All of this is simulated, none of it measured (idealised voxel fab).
Process module heading - voxel transistor to metal
It is cross-section cut that appears here, measuring 185 nm in width, its square cells being 5 nm in size.
Cross-section = grid of square cells, listed top down in bands; band = one or more rows. A band entry consists of two parts. The first gives the height of the band's top and the height of its bottom, in nm. The rest lists the band's materials from left to right, each with its width in nm. A single material labelled with the word "all across" fills the band from edge to edge, and the word "air" marks empty space. Heights are reckoned from 0. Under this level, the received wafer is all of one material. The bottommost band is open-ended downward, for example "0 and below". Width: "30..40" (first number = top row, second number = bottom row, same change from row to row of cells). "changes: none" means the step left every cell of the cross-section as it was. Enclosed voids (no open way to top), threshold 8 cells or more, entry "Closed void listing", notation width x height at distance, distance from left edge, nm. Formally, on a step line, whatever follows the settings is a remark that the simulator itself makes on the step. "overlay nm" answers the question of how far to the right of plan the mask lay on a step that has a mask, and when it is negative the answer is to the left.

# Below is the list of planned process steps
| 1 | RECEIVE [material Si] |
| 2 | CONFORMAL_DEP [material SiO2] [thk nm 5] |
| 3 | CONFORMAL_DEP [material SiN] [thk nm 10] |
| 4 | MASKED_ETCH [tone cover] [mask id ACTIVE] [width nm 100] [etch materials SiN] [depth nm 10] [overlay nm 0] |
| 5 | MASKED_ETCH [tone cover] [mask id ACTIVE] [width nm 100] [etch materials SiO2] [depth nm 5] [overlay nm 0] |
| 6 | MASKED_ETCH [tone cover] [mask id ACTIVE] [width nm 100] [etch materials Si] [depth nm 30] [overlay nm 0] |
| 7 | FILL_DEP [material SiO2] [thk nm 15] |
| 8 | CMP [height nm 15] |
| 9 | SELECTIVE_ETCH [etch materials SiO2] [depth nm 5] |
| 10 | STRIP [etch materials SiN] |
| 11 | SELECTIVE_ETCH [etch materials SiO2] [depth nm 5] |
| 12 | OXIDIZE [depth nm 5] |
| 13 | DIRECTIONAL_DEP [material polySi] [thk nm 30] |
| 14 | DIRECTIONAL_DEP [material SiCN] [thk nm 15] |
| 15 | MASKED_ETCH [tone cover] [mask id GATE] [width nm 20] [etch materials SiCN] [depth nm 25] [overlay nm 0] |
| 16 | MASKED_ETCH [tone cover] [mask id GATE] [width nm 20] [etch materials polySi] [depth nm 40] [overlay nm 0] |
| 17 | CONFORMAL_DEP [material SiN] [thk nm 10] |
| 18 | DIRECTIONAL_ETCH [etch materials SiN] [depth nm 10] |
| 19 | DIRECTIONAL_ETCH [etch materials SiO2] [depth nm 5] |
| 20 | DIRECTIONAL_ETCH [etch materials Si] [depth nm 5] |
| 21 | EPI [material SiGe] [thk nm 5] |
| 22 | FILL_DEP [material SiO2] [thk nm 10] |
| 23 | CMP [height nm 45] |
| 24 | DIRECTIONAL_DEP [material SiO2] [thk nm 10] |
| 25 | MASKED_ETCH [tone open] [mask id CONTACT] [width nm 20] [pitch nm 70] [etch materials SiO2] [depth nm 60] [overlay nm 0] |
| 26 | CONFORMAL_DEP [material TiN] [thk nm 5] |
| 27 | FILL_DEP [material Ru] [thk nm 10] |
| 28 | CMP [height nm 55] |
| 29 | CONFORMAL_DEP [material SiN] [thk nm 5] |
| 30 | DIRECTIONAL_DEP [material SiO2] [thk nm 15] |
| 31 | PATTERN [tone open] [mask id METAL_1] [material resist] [width nm 20] [pitch nm 70] [thk nm 15] [overlay nm 0] |
| 32 | DIRECTIONAL_ETCH [etch materials SiO2] [depth nm 15] |
| 33 | DIRECTIONAL_ETCH [etch materials SiN] [depth nm 5] |
| 34 | STRIP [etch materials resist] |
| 35 | CONFORMAL_DEP [material TiN] [thk nm 5] |
| 36 | FILL_DEP [material Cu] [thk nm 10] |
| 37 | CMP [height nm 75] |
| 38 | CONFORMAL_DEP [material SiCN] [thk nm 5] |
| 39 | DIRECTIONAL_DEP [material lowk] [thk nm 30] |
| 40 | MASKED_ETCH [tone open] [mask id METAL_2_HOLES] [width nm 15] [pitch nm 70] [etch materials lowk] [depth nm 30] [overlay nm 0] |
| 41 | MASKED_ETCH [tone open] [mask id METAL_2] [width nm 20] [pitch nm 70] [etch materials lowk] [depth nm 15] [overlay nm 0] |
| 42 | MASKED_ETCH [tone open] [mask id METAL_2] [width nm 20] [pitch nm 70] [etch materials SiCN] [depth nm 5] [overlay nm 0] |
| 43 | CONFORMAL_DEP [material TiN] [thk nm 5] |
| 44 | FILL_DEP [material Cu] [thk nm 5] |
| 45 | CMP [height nm 110] |
| 46 | CONFORMAL_DEP [material SiN] [thk nm 5] |

# Wafer as received: cross-section following step 1
0 and below: Si all across
Closed void listing: none

# End state of the module in cross-section, given the above starting point and plan and one mistake in execution
115 down to 110: SiN all across
110 down to 100: lowk (45) / TiN (5) / Cu (10) / TiN (5) / lowk (50) / TiN (5) / Cu (10) / TiN (5) / lowk (50)
100 down to 95: lowk (45) / TiN (5) / Cu (5) / TiN (10) / lowk (50) / TiN (5) / Cu (5) / TiN (10) / lowk (50)
95 down to 80: lowk (45) / TiN (5) / Cu (5) / TiN (5) / lowk (55) / TiN (5) / Cu (5) / TiN (5) / lowk (55)
80 down to 75: SiCN (45) / TiN (15) / SiCN (55) / TiN (15) / SiCN (55)
75 down to 60: SiO2 (45) / TiN (5) / Cu (10) / TiN (5) / SiO2 (50) / TiN (5) / Cu (10) / TiN (5) / SiO2 (50)
60 down to 55: SiN (45) / TiN (20) / SiN (50) / TiN (20) / SiN (50)
55 down to 45: SiO2 (45) / TiN (5) / Cu (10) / TiN (5) / SiO2 (50) / TiN (5) / Cu (10) / TiN (5) / SiO2 (50)
45 down to 30: SiO2 (45) / TiN (5) / Cu (10) / TiN (5) / SiO2 (5) / SiN (10) / SiCN (20) / SiN (10) / SiO2 (5) / TiN (5) / Cu (10) / TiN (5) / SiO2 (50)
30 down to 5: SiO2 (45) / TiN (5) / Cu (10) / TiN (5) / SiO2 (5) / SiN (10) / polySi (20) / SiN (10) / SiO2 (5) / TiN (5) / Cu (10) / TiN (5) / SiO2 (50)
5 down to 0: SiO2 (35) / SiN (10) / TiN (10) / Cu (5) / TiN (5) / SiO2 (5) / SiN (10) / polySi (20) / SiN (10) / SiO2 (5) / TiN (5) / Cu (5) / TiN (10) / SiN (10) / SiO2 (40)
0 down to -5: SiO2 (45) / SiGe (5) / TiN (15) / SiGe (5) / SiO2 (40) / SiGe (5) / TiN (15) / SiGe (5) / SiO2 (50)
-5 down to -10: SiO2 (40) / Si (5) / SiGe (25) / Si (40) / SiGe (25) / Si (5) / SiO2 (45)
-10 down to -30: SiO2 (40) / Si (100) / SiO2 (45)
-30 and below: Si all across
Closed void listing: none
The mistake made against the process plan was this: heads up, step 27 didn't go per plan, it actually ran as FILL_DEP [material Cu] [thk nm 10]
